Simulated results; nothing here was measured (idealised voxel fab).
This is a process module. Its name is voxel self aligned vias.
In the cross-section labelled cut, the width is 245 nm and each square cell is 5 nm.
Each cross-section below is a grid of square cells, stated as bands in top-down order, with one or more rows of cells making up each band. A band entry consists of two parts. The first gives the height of the band's top and the height of its bottom, in nm. The rest lists the band's materials from left to right, each with its width in nm. A single material labelled with the word "edge to edge" fills the band from edge to edge, and the word "air" marks empty space. A quick word on heights: they are counted from 0, and under that level the wafer as it came to us is one material throughout. The lowest band is different from the rest in having no bottom; it simply continues downward, written as in "0 -> down". Note: "30..40" means the width goes from the first number (top row of the band) to the second number (bottom row) in equal steps per row of cells. Key: "remains unaltered" - step with no changed cell in the cross-section. Basically, "Closed internal cavities" tells you about the enclosed voids: empty spaces with no open way to the top, 8 cells or bigger, each written width x height at distance, where distance is from the left edge, all in nm. Note: text after step settings on the step line = simulator remark on that step. You can add "overlay nm" to a step's line. For a step with a mask, it describes how far the mask lay to the right of its planned position, and a negative number describes a lay to the left.
## Listed below are the process steps as planned
| 1 | RECEIVE (material Si) |
| 2 | CONFORMAL_DEP (material SiO2; thk nm 15) |
| 3 | CONFORMAL_DEP (material SiCN; thk nm 5) |
| 4 | DIRECTIONAL_DEP (material SiO2; thk nm 20) |
| 5 | MASKED_ETCH (tone open; mask id LINES; width nm 25; pitch nm 60; etch materials SiO2; depth nm 20; overlay nm 0) |
| 6 | CONFORMAL_DEP (material TiN; thk nm 5) |
| 7 | FILL_DEP (material W; thk nm 10) |
| 8 | CMP (height nm 40) |
| 9 | SELECTIVE_ETCH (etch materials W Ru TiN; depth nm 10) |
| 10 | FILL_DEP (material SiN; thk nm 5) |
| 11 | CMP (height nm 40) |
| 12 | DIRECTIONAL_DEP (material SiO2; thk nm 15) |
| 13 | MASKED_ETCH (tone open; mask id VIAS; width nm 45; pitch nm 60; etch materials SiO2; depth nm 15; overlay nm 0) |
| 14 | MASKED_ETCH (tone open; mask id VIAS; width nm 45; pitch nm 60; etch materials SiN; depth nm 10; overlay nm 0) |
| 15 | CONFORMAL_DEP (material TiN; thk nm 5) |
| 16 | FILL_DEP (material Cu; thk nm 10) |
| 17 | CMP (height nm 55) |
| 18 | CONFORMAL_DEP (material SiCN; thk nm 5) |
## This is the cross-section of the wafer as we received it, i.e. after step 1
  0 -> down = Si edge to edge
  Closed internal cavities: none
## Cross-sectional view of the first of the two wafers upon completion of the module, processed in accordance with the plan
  60 -> 55 = SiCN edge to edge
  55 -> 45 = SiO2: 70 / TiN: 5 / Cu: 35 / TiN: 5 / SiO2: 15 / TiN: 5 / Cu: 35 / TiN: 5 / SiO2: 70
  45 -> 35 = SiO2: 70..80 / TiN: 15..5 / Cu: 15 / TiN: 15..5 / SiO2: 15..35 / TiN: 15..5 / Cu: 15 / TiN: 15..5 / SiO2: 70..80
  35 -> 30 = SiO2: 80 / TiN: 25 / SiO2: 35 / TiN: 25 / SiO2: 80
  30 -> 25 = SiO2: 80 / TiN: 5 / W: 15 / TiN: 5 / SiO2: 35 / TiN: 5 / W: 15 / TiN: 5 / SiO2: 80
  25 -> 20 = SiO2: 80 / TiN: 25 / SiO2: 35 / TiN: 25 / SiO2: 80
  20 -> 15 = SiCN edge to edge
  15 -> 0 = SiO2 edge to edge
  0 -> down = Si edge to edge
  Closed internal cavities: none
## Now the second wafer, cross-sectioned at the end of the module. Nothing different at the start, nothing different in the plan compared with the first, just one mistake when it was actually run
  60 -> 55 = SiCN edge to edge
  55 -> 45 = SiO2: 65 / TiN: 5 / Cu: 35 / TiN: 5 / SiO2: 15 / TiN: 5 / Cu: 35 / TiN: 5 / SiO2: 75
  45 -> 35 = SiO2: 65..80 / TiN: 20..5 / Cu: 15 / TiN: 10..5 / SiO2: 15..35 / TiN: 20..5 / Cu: 15 / TiN: 10..5 / SiO2: 75..80
  35 -> 30 = SiO2: 80 / TiN: 25 / SiO2: 35 / TiN: 25 / SiO2: 80
  30 -> 25 = SiO2: 80 / TiN: 5 / W: 15 / TiN: 5 / SiO2: 35 / TiN: 5 / W: 15 / TiN: 5 / SiO2: 80
  25 -> 20 = SiO2: 80 / TiN: 25 / SiO2: 35 / TiN: 25 / SiO2: 80
  20 -> 15 = SiCN edge to edge
  15 -> 0 = SiO2 edge to edge
  0 -> down = Si edge to edge
  Closed internal cavities: none
What was the processing mistake? not per plan at step 13, really ran MASKED_ETCH (tone open; mask id VIAS; width nm 45; pitch nm 60; etch materials SiO2; depth nm 15; overlay nm -5)
Comparing end states, the material composition by cell count is preserved from the first wafer to the second, while the locations of the cells are not.
